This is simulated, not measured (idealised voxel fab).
The process module presented herein is designated voxel double patterning.
Section shown: cut. Width: 255 nm. Cell size: 5 nm, square.
In what follows, cross-sections appear as grids of square cells, described through bands that run from the top down, where every band is one or more rows of cells. Heads up on the band format: heights come first, top then bottom, in nm. After that it's the materials left to right, each with its width in nm. A single material flagged "full width" fills the whole band edge to edge, and "blank" means there's empty space there. Height is counted from the level 0, under which the received wafer is composed throughout of one material. The lowest of the bands is not closed at the bottom but continues downward, in the notation "z 0 and below". Width: "30->40" (first number = top row, second number = bottom row, same change from row to row of cells). For the purposes of this document, the phrase "remained the same" attached to a step denotes that no cell within the cross-section was modified by that step. Voids not open to the top, 8 cells minimum: see "Sealed-off cavities". Written width x height at distance; distance is from the left edge; nm. What comes after the settings on a step's line is commentary from the simulator itself on that step. The line of a step may include "overlay nm". On a step with a mask, this value is how far to the right of its planned place the mask lay. A negative value means the mask lay to the left.

So here's the lineup of process steps we planned
1,RECEIVE: material Si
2,CONFORMAL_DEP: material SiO2, thk nm 5
3,DIRECTIONAL_DEP: material W, thk nm 15
4,DIRECTIONAL_DEP: material SiCN, thk nm 10
5,DIRECTIONAL_DEP: material aC, thk nm 15
6,PATTERN: tone open, mask id FIRST, material resist, width nm 15, pitch nm 50, thk nm 30, overlay nm 0
7,DIRECTIONAL_ETCH: etch materials aC, depth nm 15
8,STRIP: etch materials resist
9,DIRECTIONAL_ETCH: etch materials SiCN, depth nm 10
10,STRIP: etch materials aC
11,PATTERN: tone open, mask id SECOND, material resist, width nm 15, thk nm 20, overlay nm -15
12,DIRECTIONAL_ETCH: etch materials SiCN, depth nm 10
13,STRIP: etch materials resist
14,DIRECTIONAL_ETCH: etch materials W, depth nm 15
15,STRIP: etch materials SiCN
The wafers in this document start out alike and differ in the overlay nm applied at step 11; the plan shows the value used for the first wafer.

The first of several wafers, as received after step 1, seen in section
z 0 and below = Si full width
Sealed-off cavities: none

Quick key for the table: a row per wafer, taken at the end of the module. For each material it tells you how many cells the wafer gained (+) or lost (-) since it came in, and the closed voids come after
overlay nm -15; +51 SiO2; +129 W; Sealed-off cavities: none
overlay nm -10; +51 SiO2; +126 W; Sealed-off cavities: none
overlay nm -5; +51 SiO2; +126 W; Sealed-off cavities: none
overlay nm 0; +51 SiO2; +126 W; Sealed-off cavities: none
overlay nm 5; +51 SiO2; +126 W; Sealed-off cavities: none
overlay nm 10; +51 SiO2; +126 W; Sealed-off cavities: none
overlay nm 15; +51 SiO2; +129 W; Sealed-off cavities: none
